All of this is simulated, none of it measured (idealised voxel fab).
This section sets out a process module, namely voxel ribs on slabs.
Xsec cut, 145 nm wide, square cell size 5 nm.
Cross-section format: a grid of square cells, given as bands from top to bottom; each band is one or more rows of cells. Read a band's entry like this: the first values are the height of its top and the height of its bottom in nm, and what follows is the sequence of materials from left to right, each with its width in nm. Note that "air" is empty space, and that a single material marked "throughout" reaches across the band from edge to edge. Heights are reckoned from 0. Under this level, the received wafer is all of one material. The bottommost band is open-ended downward, for example "top 0, no bottom". The expression "30->40" gives the width at the extremes of the band, the first number at its top row of cells and the second at its bottom row, with the width changing by equal amounts from each row to the next in between. Step note "all unchanged" = no cross-section cell changed. "Cavities, closed" contains a list of empty spaces, each no smaller than 8 cells and without an open way to the top, written in the form width x height at distance with the distance from the left edge and all three in nm. Anything after a step's settings on that line? It's the simulator's own note about the step. What "overlay nm" on a step's line means: if the step has a mask, that mask lay this far to the right of its planned place, or, when the value is negative, to the left.

## Planned step list for the process
1 RECEIVE [material Si]
2 DIRECTIONAL_DEP [material SiO2] [thk nm 25]
3 DIRECTIONAL_DEP [material polySi] [thk nm 15]
4 DIRECTIONAL_DEP [material aC] [thk nm 15]
5 PATTERN [tone cover] [mask id RIB] [material resist] [width nm 25] [thk nm 35] [overlay nm 0]
6 DIRECTIONAL_ETCH [etch materials aC] [depth nm 15]
7 STRIP [etch materials resist]
8 DIRECTIONAL_ETCH [etch materials polySi] [depth nm 10]
9 STRIP [etch materials aC]
10 PATTERN [tone cover] [mask id SLAB] [material resist] [width nm 55] [thk nm 15] [overlay nm 0]
11 DIRECTIONAL_ETCH [etch materials polySi] [depth nm 5]
12 STRIP [etch materials resist]
13 FILL_DEP [material SiO2] [thk nm 25]
14 CMP [height nm 55]
15 DIRECTIONAL_DEP [material TiN] [thk nm 5]
16 DIRECTIONAL_DEP [material aC] [thk nm 10]
17 PATTERN [tone cover] [mask id HEATER] [material resist] [width nm 35] [thk nm 25] [overlay nm 0]
18 DIRECTIONAL_ETCH [etch materials aC] [depth nm 10]
19 STRIP [etch materials resist]
20 DIRECTIONAL_ETCH [etch materials TiN] [depth nm 5]
21 STRIP [etch materials aC]
22 CONFORMAL_DEP [material SiN] [thk nm 10]

## Delivered wafer in cross-section: state after step 1
top 0, no bottom  Si throughout
Cavities, closed: none

## Looking at the first of two wafers in cross-section at end of module - ran to plan
top 70, bottom 65  air: 45, then SiN: 55, then air: 45
top 65, bottom 60  SiN throughout
top 60, bottom 55  SiN: 55, then TiN: 35, then SiN: 55
top 55, bottom 40  SiO2 throughout
top 40, bottom 30  SiO2: 60, then polySi: 25, then SiO2: 60
top 30, bottom 25  SiO2: 45, then polySi: 55, then SiO2: 45
top 25, bottom 0  SiO2 throughout
top 0, no bottom  Si throughout
Cavities, closed: none

## Presented here is a cross-section of the second of the two wafers as it stood at the end of the module. It was started in the same manner and assigned the same plan as the first wafer; however, one mistake was made in its execution
top 70, bottom 65  air: 45, then SiN: 55, then air: 45
top 65, bottom 60  SiN throughout
top 60, bottom 55  SiN: 55, then TiN: 35, then SiN: 55
top 55, bottom 40  SiO2 throughout
top 40, bottom 30  SiO2: 60, then polySi: 25, then SiO2: 60
top 30, bottom 25  SiO2: 40, then polySi: 55, then SiO2: 50
top 25, bottom 0  SiO2 throughout
top 0, no bottom  Si throughout
Cavities, closed: none
what went wrong: step 10 was run on a setting that differed from the plan, and what really ran there is PATTERN [tone cover] [mask id SLAB] [material resist] [width nm 55] [thk nm 15] [overlay nm -5]
At the end, each material covers as many cells on the second wafer as it does on the first, though the cells it covers are elsewhere.
